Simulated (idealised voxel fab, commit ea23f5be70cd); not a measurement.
The following is a process module called voxel self aligned vias.
Each square cell in cross-section cut measures 5 nm, and the section as a whole is 205 nm wide.
Each cross-section below is a grid of square cells, stated as bands in top-down order, with one or more rows of cells making up each band. Basically the band line says how high the top is and how high the bottom is, in nm, and then what's in it from left to right, every material with its width in nm. Empty space shows up as "empty", and if a single material carries "all across" it runs the full band edge to edge. Heights from 0 (as-received wafer is one material below). Bottom band endless downward, as "0..down". The two numbers in a width such as "30..40" mark its ends across the band: the first belongs to the top row of cells, the second to the bottom row, and from each row to the next the width moves by the same amount. Where the words "all unchanged" appear for a step, the cross-section shows no cell changed by that step; every cell remained as before. In "Tabulated closed voids" the enclosed voids are listed, meaning empty spaces of 8 cells or larger without any opening to the top. The form is width x height at distance, distance from the left edge, units nm. Heads up: the bit after the settings on a step's line is the simulator's remark on that step. overlay nm: step with mask; distance mask lay right of planned place; negative value = left of planned place.
[These are the steps we planned for the process]
1: RECEIVE | material Si
2: CONFORMAL_DEP | material SiO2 | thk nm 10
3: CONFORMAL_DEP | material SiCN | thk nm 5
4: DIRECTIONAL_DEP | material SiO2 | thk nm 25
5: PATTERN | tone open | mask id LINES | material resist | width nm 20 | pitch nm 65 | thk nm 20 | overlay nm 0
6: DIRECTIONAL_ETCH | etch materials SiO2 | depth nm 25
7: STRIP | etch materials resist
8: CONFORMAL_DEP | material TiN | thk nm 5
9: FILL_DEP | material W | thk nm 10
10: CMP | height nm 40
11: SELECTIVE_ETCH | etch materials W Ru TiN | depth nm 5
12: FILL_DEP | material SiN | thk nm 5
13: CMP | height nm 40
14: DIRECTIONAL_DEP | material SiO2 | thk nm 20
15: PATTERN | tone open | mask id VIAS | material resist | width nm 40 | pitch nm 130 | thk nm 20 | overlay nm 0
16: DIRECTIONAL_ETCH | etch materials SiO2 | depth nm 20
17: DIRECTIONAL_ETCH | etch materials SiN | depth nm 5
18: STRIP | etch materials resist
19: CONFORMAL_DEP | material TiN | thk nm 5
20: FILL_DEP | material Ru | thk nm 5
21: CMP | height nm 60
22: CONFORMAL_DEP | material SiN | thk nm 5
[Cross-section: wafer on arrival = after step 1]
- 0..down | Si all across
- Tabulated closed voids: none
[Starting structure and process plan are as shown above, but one mistake was made in running the module; the wafer cross-section at the end of the module follows]
- 65..60 | SiN all across
- 60..45 | SiO2=15, TiN=5, SiCN=30, TiN=5, SiO2=90, TiN=5, SiCN=30, TiN=5, SiO2=20
- 45..40 | SiO2=15, TiN=15, SiCN=10, TiN=15, SiO2=90, TiN=15, SiCN=10, TiN=15, SiO2=20
- 40..35 | SiO2=25, TiN=20, SiO2=45, SiN=20, SiO2=45, TiN=20, SiO2=30
- 35..20 | SiO2=25, TiN=5, W=10, TiN=5, SiO2=45, TiN=5, W=10, TiN=5, SiO2=45, TiN=5, W=10, TiN=5, SiO2=30
- 20..15 | SiO2=25, TiN=20, SiO2=45, TiN=20, SiO2=45, TiN=20, SiO2=30
- 15..10 | SiCN all across
- 10..0 | SiO2 all across
- 0..down | Si all across
- Tabulated closed voids: none
What broke from the plan during processing? planned and actual differ for step 20; actual: FILL_DEP | material SiCN | thk nm 5
